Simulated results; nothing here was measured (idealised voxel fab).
The name of this process module is voxel lift off.
Cross-section cut: width 300 nm, square cells of 5 nm.
Each cross-section below is a grid of square cells, stated as bands in top-down order, with one or more rows of cells making up each band.
Within each band entry, the heights of the top and of the bottom of the band appear first, in that order and in nm; the materials of the band then follow from left to right, each with its corresponding width in nm. The designation "full width" on a single material indicates that it fills the band from edge to edge; the designation "air" indicates empty space.
Convention: height 0 is the level below which the wafer, as received, is all one material. The lowest band does not terminate at the bottom but continues downward, represented as "0 down".
The width entry "30->40" should be interpreted row by row: the top row of cells in the band takes the first number, the bottom row takes the second number, and the change between adjacent rows is uniform throughout.
"nothing changed" means the step left every cell of the cross-section as it was.
"Listed closed voids" means: voids of 8 cells or more that are shut off from the top with no open way through. Written width x height at distance, distance from the left edge, in nm.
It should be noted that, on the line of a given step, the content following the step's settings is a remark produced by the simulator itself with respect to that step.
overlay nm: on a step with a mask, how far right of its planned place the mask lay; negative means left.
# Steps in the process plan
1,RECEIVE,material Si
2,CONFORMAL_DEP,material SiN,thk nm 10
3,PATTERN,tone open,mask id LINES,material resist,width nm 25,pitch nm 50,thk nm 20,overlay nm 0
4,DIRECTIONAL_DEP,material Ru,thk nm 10
5,STRIP,etch materials resist
6,CONFORMAL_DEP,material SiN,thk nm 5
# Cross-section, incoming material, after step 1
	0 down = Si full width
	Listed closed voids: none
# Wafer at module end, in section. Began as above, planned as above, run with one mistake
	30 to 25 = 105 of air  35 of SiN  15 of air  35 of SiN  110 of air
	25 to 15 = 105 of air  5 of SiN  25 of Ru  5 of SiN  15 of air  5 of SiN  25 of Ru  5 of SiN  110 of air
	15 to 10 = 110 of SiN  25 of Ru  25 of SiN  25 of Ru  115 of SiN
	10 to 0 = SiN full width
	0 down = Si full width
	Listed closed voids: none
Short version of what went wrong: so step 4 ended up running with a different setting than we planned, it ran as DIRECTIONAL_DEP,material Ru,thk nm 15
